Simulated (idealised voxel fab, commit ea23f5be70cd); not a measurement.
process module | voxel tone inversion
cross-section cut | 190 nm wide | cells 5 nm
A cross-section is a grid of square cells, given in bands from the top down. A band is one or more rows of cells.
Each band's line starts with the height of the band's top and of its bottom, in nm. Then come its materials from left to right, each with its width in nm. One material with "throughout" fills the band from edge to edge. "air" is empty space.
Height 0 is the level under which the wafer as received is all one material. The lowest band goes on downwards, as in "0 down".
A width such as "30 to 40" changes by the same amount from each row of cells to the next, from the band's top row to its bottom row.
"no change" after a step means that no cell of the cross-section changed.
closed voids: empty space of 8 cells or more with no open way to the top, each as width x height at its distance from the left edge, in nm
after a step's settings: what the simulator itself notes on the step
overlay nm, on a step with a mask: how far to the right of its planned place the mask lay; to the left if negative
plan
1 op RECEIVE | material Si
2 op CONFORMAL_DEP | material SiN | thk nm 10
3 op DIRECTIONAL_DEP | material polySi | thk nm 15
4 op PATTERN | tone cover | mask id POSTS | material resist | width nm 25 | pitch nm 45 | thk nm 25 | overlay nm 0
5 op DIRECTIONAL_ETCH | etch materials polySi | depth nm 15
6 op STRIP | etch materials resist
7 op FILL_DEP | material SiO2 | thk nm 5
8 op CMP | height nm 25
9 op STRIP | etch materials polySi
as received, after step 1
  0 down: Si throughout
  closed voids: none
first wafer at the end, as planned
  25 to 10: SiO2 15 | air 25 | SiO2 20 | air 25 | SiO2 20 | air 25 | SiO2 20 | air 25 | SiO2 15
  10 to 0: SiN throughout
  0 down: Si throughout
  closed voids: none
second wafer at the end: like start, like plan, one mistake
  25 to 10: air 15 | SiO2 25 | air 20 | SiO2 25 | air 20 | SiO2 25 | air 20 | SiO2 25 | air 15
  10 to 0: SiN throughout
  0 down: Si throughout
  closed voids: none
what went wrong: step 4 ran as: op PATTERN | tone open | mask id POSTS | material resist | width nm 25 | pitch nm 45 | thk nm 25 | overlay nm 0
at the end the second wafer has, in cells: 6 more of SiO2
